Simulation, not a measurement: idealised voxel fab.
Herein follows the process module entitled voxel capacitor over wiring.
This is section cut - it's 150 nm across, gridded in 5 nm square cells.
Cross-sections here: square-cell grids, written as top-down lists of bands, a band being one or more rows of cells. Look at the band entry: it leads with the top's height and the bottom's height in nm. Then it lists the materials left to right, with a width in nm for each. The word "all across" on a single material says that material fills the band edge to edge. The word "air" is empty space. Heights are measured from 0, the level below which the as-received wafer is all one material; the lowest band has no bottom and continues downward, written as in "top 0, no bottom". Quick explanation for "30->40": the width changes in equal steps down the rows of cells, from the first number in the band's top row to the second number in its bottom row. "remained the same" means the step left every cell of the cross-section as it was. Voids not open to the top, 8 cells minimum: see "Enclosed internal cavities". Written width x height at distance; distance is from the left edge; nm. Note: text after step settings on the step line = simulator remark on that step. overlay nm: for a step with a mask, the amount by which the mask lay right of where it was planned; a negative amount means left of it.
### Planned step list for the process
| 1 | RECEIVE [material Si] |
| 2 | CONFORMAL_DEP [material SiO2] [thk nm 15] |
| 3 | CONFORMAL_DEP [material SiCN] [thk nm 5] |
| 4 | DIRECTIONAL_DEP [material SiO2] [thk nm 25] |
| 5 | PATTERN [tone open] [mask id METAL_1] [material resist] [width nm 20] [pitch nm 90] [thk nm 15] [overlay nm 0] |
| 6 | DIRECTIONAL_ETCH [etch materials SiO2] [depth nm 25] |
| 7 | DIRECTIONAL_ETCH [etch materials SiCN] [depth nm 5] |
| 8 | STRIP [etch materials resist] |
| 9 | CONFORMAL_DEP [material TiN] [thk nm 5] |
| 10 | FILL_DEP [material W] [thk nm 10] |
| 11 | CMP [height nm 45] |
| 12 | CONFORMAL_DEP [material SiCN] [thk nm 5] |
| 13 | DIRECTIONAL_DEP [material lowk] [thk nm 10] |
| 14 | MASKED_ETCH [tone open] [mask id PLUG_1] [width nm 15] [etch materials lowk] [depth nm 10] [overlay nm 0] |
| 15 | MASKED_ETCH [tone open] [mask id PLUG_1] [width nm 15] [etch materials SiCN] [depth nm 5] [overlay nm 0] |
| 16 | EPI [material Ru] [thk nm 10] |
| 17 | EPI [material Ru] [thk nm 5] |
| 18 | DIRECTIONAL_DEP [material TiN] [thk nm 10] |
| 19 | DIRECTIONAL_DEP [material HfO2] [thk nm 5] |
| 20 | DIRECTIONAL_DEP [material TiN] [thk nm 10] |
| 21 | MASKED_ETCH [tone cover] [mask id UPPER_PLATE] [width nm 75] [etch materials TiN] [depth nm 10] [overlay nm 0] |
| 22 | MASKED_ETCH [tone cover] [mask id UPPER_PLATE] [width nm 75] [etch materials HfO2] [depth nm 5] [overlay nm 0] |
| 23 | DIRECTIONAL_DEP [material aC] [thk nm 15] |
| 24 | PATTERN [tone cover] [mask id LOWER_PLATE] [material resist] [width nm 85] [thk nm 35] [overlay nm 0] |
| 25 | DIRECTIONAL_ETCH [etch materials aC] [depth nm 15] |
| 26 | STRIP [etch materials resist] |
| 27 | DIRECTIONAL_ETCH [etch materials TiN] [depth nm 10] |
| 28 | STRIP [etch materials aC] |
| 29 | FILL_DEP [material SiO2] [thk nm 20] |
| 30 | CMP [height nm 100] |
| 31 | MASKED_ETCH [tone open] [mask id PLUG_2] [width nm 15] [etch materials SiO2] [depth nm 15] [overlay nm 0] |
| 32 | CONFORMAL_DEP [material TiN] [thk nm 5] |
| 33 | FILL_DEP [material Cu] [thk nm 5] |
| 34 | CMP [height nm 100] |
| 35 | CONFORMAL_DEP [material SiCN] [thk nm 5] |
### First of two wafers: run as planned
### As-received wafer cross-section (after step 1)
	top 0, no bottom = Si all across
	Enclosed internal cavities: none
### Wafer xsec, post step 2
	top 15, bottom 0 = SiO2 all across
	Below 0, no change.
### Wafer xsec, post step 3
	top 20, bottom 15 = SiCN all across
	Below 15, no change.
### Wafer xsec, post step 4
	top 45, bottom 20 = SiO2 all across
	Below 20, no change.
### Wafer xsec, post step 5
	top 60, bottom 45 = resist 20 | air 20 | resist 70 | air 20 | resist 20
	Below 45, no change.
### Wafer xsec, post step 6
	top 60, bottom 45 = resist 20 | air 20 | resist 70 | air 20 | resist 20
	top 45, bottom 20 = SiO2 20 | air 20 | SiO2 70 | air 20 | SiO2 20
	Below 20, no change.
### Wafer xsec, post step 7
	top 60, bottom 45 = resist 20 | air 20 | resist 70 | air 20 | resist 20
	top 45, bottom 20 = SiO2 20 | air 20 | SiO2 70 | air 20 | SiO2 20
	top 20, bottom 15 = SiCN 20 | air 20 | SiCN 70 | air 20 | SiCN 20
	Below 15, no change.
### Wafer xsec, post step 8
	top 45, bottom 20 = SiO2 20 | air 20 | SiO2 70 | air 20 | SiO2 20
	Below 20, no change.
### Wafer xsec, post step 9
	top 50, bottom 45 = TiN 25 | air 10 | TiN 80 | air 10 | TiN 25
	top 45, bottom 20 = SiO2 20 | TiN 5 | air 10 | TiN 5 | SiO2 70 | TiN 5 | air 10 | TiN 5 | SiO2 20
	top 20, bottom 15 = SiCN 20 | TiN 20 | SiCN 70 | TiN 20 | SiCN 20
	Below 15, no change.
### Wafer xsec, post step 10
	top 60, bottom 50 = W all across
	top 50, bottom 45 = TiN 25 | W 10 | TiN 80 | W 10 | TiN 25
	top 45, bottom 20 = SiO2 20 | TiN 5 | W 10 | TiN 5 | SiO2 70 | TiN 5 | W 10 | TiN 5 | SiO2 20
	Below 20, no change.
### Wafer xsec, post step 11
	top 45, bottom 20 = SiO2 20 | TiN 5 | W 10 | TiN 5 | SiO2 70 | TiN 5 | W 10 | TiN 5 | SiO2 20
	Below 20, no change.
### Wafer xsec, post step 12
	top 50, bottom 45 = SiCN all across
	Below 45, no change.
### Wafer xsec, post step 13
	top 60, bottom 50 = lowk all across
	Below 50, no change.
### Wafer xsec, post step 14
	top 60, bottom 50 = lowk 25 | air 15 | lowk 110
	Below 50, no change.
### Wafer xsec, post step 15
	top 60, bottom 50 = lowk 25 | air 15 | lowk 110
	top 50, bottom 45 = SiCN 25 | air 15 | SiCN 110
	Below 45, no change.
### Wafer xsec, post step 16
	top 60, bottom 55 = lowk 25 | air 15 | lowk 110
	top 55, bottom 50 = lowk 25 | Ru 15 | lowk 110
	top 50, bottom 45 = SiCN 25 | Ru 15 | SiCN 110
	Below 45, no change.
### Wafer xsec, post step 17
	top 60, bottom 50 = lowk 25 | Ru 15 | lowk 110
	Below 50, no change.
### Wafer xsec, post step 18
	top 70, bottom 60 = TiN all across
	Below 60, no change.
### Wafer xsec, post step 19
	top 75, bottom 70 = HfO2 all across
	Below 70, no change.
### Wafer xsec, post step 20
	top 85, bottom 75 = TiN all across
	Below 75, no change.
### Wafer xsec, post step 21
	top 85, bottom 75 = air 25 | TiN 75 | air 50
	Below 75, no change.
### Wafer xsec, post step 22
	top 85, bottom 75 = air 25 | TiN 75 | air 50
	top 75, bottom 70 = air 25 | HfO2 75 | air 50
	Below 70, no change.
### Wafer xsec, post step 23
	top 100, bottom 85 = air 25 | aC 75 | air 50
	top 85, bottom 75 = aC 25 | TiN 75 | aC 50
	top 75, bottom 70 = aC 25 | HfO2 75 | aC 50
	Below 70, no change.
### Wafer xsec, post step 24
	top 135, bottom 100 = air 20 | resist 85 | air 45
	top 100, bottom 85 = air 20 | resist 5 | aC 75 | resist 5 | air 45
	Below 85, no change.
### Wafer xsec, post step 25
	top 120, bottom 100 = air 20 | resist 85 | air 45
	top 100, bottom 85 = air 20 | resist 5 | aC 75 | resist 5 | air 45
	top 85, bottom 75 = air 20 | aC 5 | TiN 75 | aC 5 | air 45
	top 75, bottom 70 = air 20 | aC 5 | HfO2 75 | aC 5 | air 45
	Below 70, no change.
### Wafer xsec, post step 26
	top 100, bottom 85 = air 25 | aC 75 | air 50
	Below 85, no change.
### Wafer xsec, post step 27
	top 100, bottom 85 = air 25 | aC 75 | air 50
	top 85, bottom 75 = air 20 | aC 5 | TiN 75 | aC 5 | air 45
	top 75, bottom 70 = air 20 | aC 5 | HfO2 75 | aC 5 | air 45
	top 70, bottom 60 = air 20 | TiN 85 | air 45
	Below 60, no change.
### Wafer xsec, post step 28
	top 85, bottom 75 = air 25 | TiN 75 | air 50
	top 75, bottom 70 = air 25 | HfO2 75 | air 50
	Below 70, no change.
### Wafer xsec, post step 29
	top 105, bottom 85 = SiO2 all across
	top 85, bottom 75 = SiO2 25 | TiN 75 | SiO2 50
	top 75, bottom 70 = SiO2 25 | HfO2 75 | SiO2 50
	top 70, bottom 60 = SiO2 20 | TiN 85 | SiO2 45
	Below 60, no change.
### Wafer xsec, post step 30
	top 100, bottom 85 = SiO2 all across
	Below 85, no change.
### Wafer xsec, post step 31
	top 100, bottom 85 = SiO2 35 | air 15 | SiO2 100
	Below 85, no change.
### Wafer xsec, post step 32
	top 105, bottom 100 = TiN 40 | air 5 | TiN 105
	top 100, bottom 90 = SiO2 35 | TiN 5 | air 5 | TiN 5 | SiO2 100
	top 90, bottom 85 = SiO2 35 | TiN 15 | SiO2 100
	Below 85, no change.
### Wafer xsec, post step 33
	top 110, bottom 105 = Cu all across
	top 105, bottom 100 = TiN 40 | Cu 5 | TiN 105
	top 100, bottom 90 = SiO2 35 | TiN 5 | Cu 5 | TiN 5 | SiO2 100
	Below 90, no change.
### Wafer xsec, post step 34
	top 100, bottom 90 = SiO2 35 | TiN 5 | Cu 5 | TiN 5 | SiO2 100
	Below 90, no change.
### Wafer xsec, post step 35
	top 105, bottom 100 = SiCN all across
	Below 100, no change.
### Companion wafer, the second of two: same beginning, same intended sequence, one mistake in carrying it out; through step 12 inclusive it tracks the first exactly
### Second wafer, sectioned view, at step 13's planned end time
	top 65, bottom 50 = lowk all across
	Below 50, no change.
### Second wafer, sectioned view, at step 14's planned end time
	top 65, bottom 55 = lowk 25 | air 15 | lowk 110
	Below 55, no change.
Second wafer, sectioned view, at step 15's planned end time: remained the same
Second wafer, sectioned view, at step 16's planned end time: remained the same
Second wafer, sectioned view, at step 17's planned end time: remained the same
### Second wafer, sectioned view, at step 18's planned end time
	top 75, bottom 65 = TiN 25 | air 15 | TiN 110
	top 65, bottom 55 = lowk 25 | TiN 15 | lowk 110
	Below 55, no change.
### Second wafer, sectioned view, at step 19's planned end time
	top 80, bottom 75 = HfO2 25 | air 15 | HfO2 110
	top 75, bottom 70 = TiN 25 | air 15 | TiN 110
	top 70, bottom 65 = TiN 25 | HfO2 15 | TiN 110
	Below 65, no change.
### Second wafer, sectioned view, at step 20's planned end time
	top 90, bottom 80 = TiN 25 | air 15 | TiN 110
	top 80, bottom 75 = HfO2 25 | TiN 15 | HfO2 110
	top 75, bottom 70 = TiN all across
	Below 70, no change.
### Second wafer, sectioned view, at step 21's planned end time
	top 90, bottom 80 = air 40 | TiN 60 | air 50
	Below 80, no change.
### Second wafer, sectioned view, at step 22's planned end time
	top 90, bottom 80 = air 40 | TiN 60 | air 50
	top 80, bottom 75 = air 25 | TiN 15 | HfO2 60 | air 50
	Below 75, no change.
### Second wafer, sectioned view, at step 23's planned end time
	top 105, bottom 95 = air 40 | aC 60 | air 50
	top 95, bottom 90 = air 25 | aC 75 | air 50
	top 90, bottom 80 = aC 40 | TiN 60 | aC 50
	top 80, bottom 75 = aC 25 | TiN 15 | HfO2 60 | aC 50
	Below 75, no change.
### Second wafer, sectioned view, at step 24's planned end time
	top 140, bottom 105 = air 20 | resist 85 | air 45
	top 105, bottom 95 = air 20 | resist 20 | aC 60 | resist 5 | air 45
	top 95, bottom 90 = air 20 | resist 5 | aC 75 | resist 5 | air 45
	Below 90, no change.
### Second wafer, sectioned view, at step 25's planned end time
	top 125, bottom 105 = air 20 | resist 85 | air 45
	top 105, bottom 95 = air 20 | resist 20 | aC 60 | resist 5 | air 45
	top 95, bottom 90 = air 20 | resist 5 | aC 75 | resist 5 | air 45
	top 90, bottom 80 = air 20 | aC 20 | TiN 60 | aC 5 | air 45
	top 80, bottom 75 = air 20 | aC 5 | TiN 15 | HfO2 60 | aC 5 | air 45
	Below 75, no change.
### Second wafer, sectioned view, at step 26's planned end time
	top 105, bottom 95 = air 40 | aC 60 | air 50
	top 95, bottom 90 = air 25 | aC 75 | air 50
	Below 90, no change.
### Second wafer, sectioned view, at step 27's planned end time
	top 105, bottom 95 = air 40 | aC 60 | air 50
	top 95, bottom 90 = air 25 | aC 75 | air 50
	top 90, bottom 80 = air 20 | aC 20 | TiN 60 | aC 5 | air 45
	top 80, bottom 75 = air 20 | aC 5 | TiN 15 | HfO2 60 | aC 5 | air 45
	top 75, bottom 70 = air 20 | TiN 85 | air 45
	top 70, bottom 65 = air 20 | TiN 5 | HfO2 15 | TiN 65 | air 45
	Below 65, no change.
### Second wafer, sectioned view, at step 28's planned end time
	top 90, bottom 80 = air 40 | TiN 60 | air 50
	top 80, bottom 75 = air 25 | TiN 15 | HfO2 60 | air 50
	Below 75, no change.
### Second wafer, sectioned view, at step 29's planned end time
	top 110, bottom 90 = SiO2 all across
	top 90, bottom 80 = SiO2 40 | TiN 60 | SiO2 50
	top 80, bottom 75 = SiO2 25 | TiN 15 | HfO2 60 | SiO2 50
	top 75, bottom 70 = SiO2 20 | TiN 85 | SiO2 45
	top 70, bottom 65 = SiO2 20 | TiN 5 | HfO2 15 | TiN 65 | SiO2 45
	Below 65, no change.
### Second wafer, sectioned view, at step 30's planned end time
	top 100, bottom 90 = SiO2 all across
	Below 90, no change.
### Second wafer, sectioned view, at step 31's planned end time
	top 100, bottom 90 = SiO2 35 | air 15 | SiO2 100
	top 90, bottom 85 = SiO2 35 | air 5 | TiN 60 | SiO2 50
	Below 85, no change.
### Second wafer, sectioned view, at step 32's planned end time
	top 105, bottom 100 = TiN 40 | air 5 | TiN 105
	top 100, bottom 95 = SiO2 35 | TiN 5 | air 5 | TiN 5 | SiO2 100
	top 95, bottom 85 = SiO2 35 | TiN 15->65 | SiO2 100->50
	Below 85, no change.
### Second wafer, sectioned view, at step 33's planned end time
	top 110, bottom 105 = Cu all across
	top 105, bottom 100 = TiN 40 | Cu 5 | TiN 105
	top 100, bottom 95 = SiO2 35 | TiN 5 | Cu 5 | TiN 5 | SiO2 100
	Below 95, no change.
### Second wafer, sectioned view, at step 34's planned end time
	top 100, bottom 95 = SiO2 35 | TiN 5 | Cu 5 | TiN 5 | SiO2 100
	Below 95, no change.
### Second wafer, sectioned view, at step 35's planned end time
	top 105, bottom 100 = SiCN all across
	Below 100, no change.
Which mistake was made when the wafer was run? step 13 ran with different settings than intended, the actual operation and settings being DIRECTIONAL_DEP [material lowk] [thk nm 15]
Final cells, second wafer relative to first, materials higher or lower: Cu: 1 fewer | Ru: 9 fewer | SiCN: 3 more | SiO2: 22 fewer | TiN: 1 fewer | lowk: 30 more
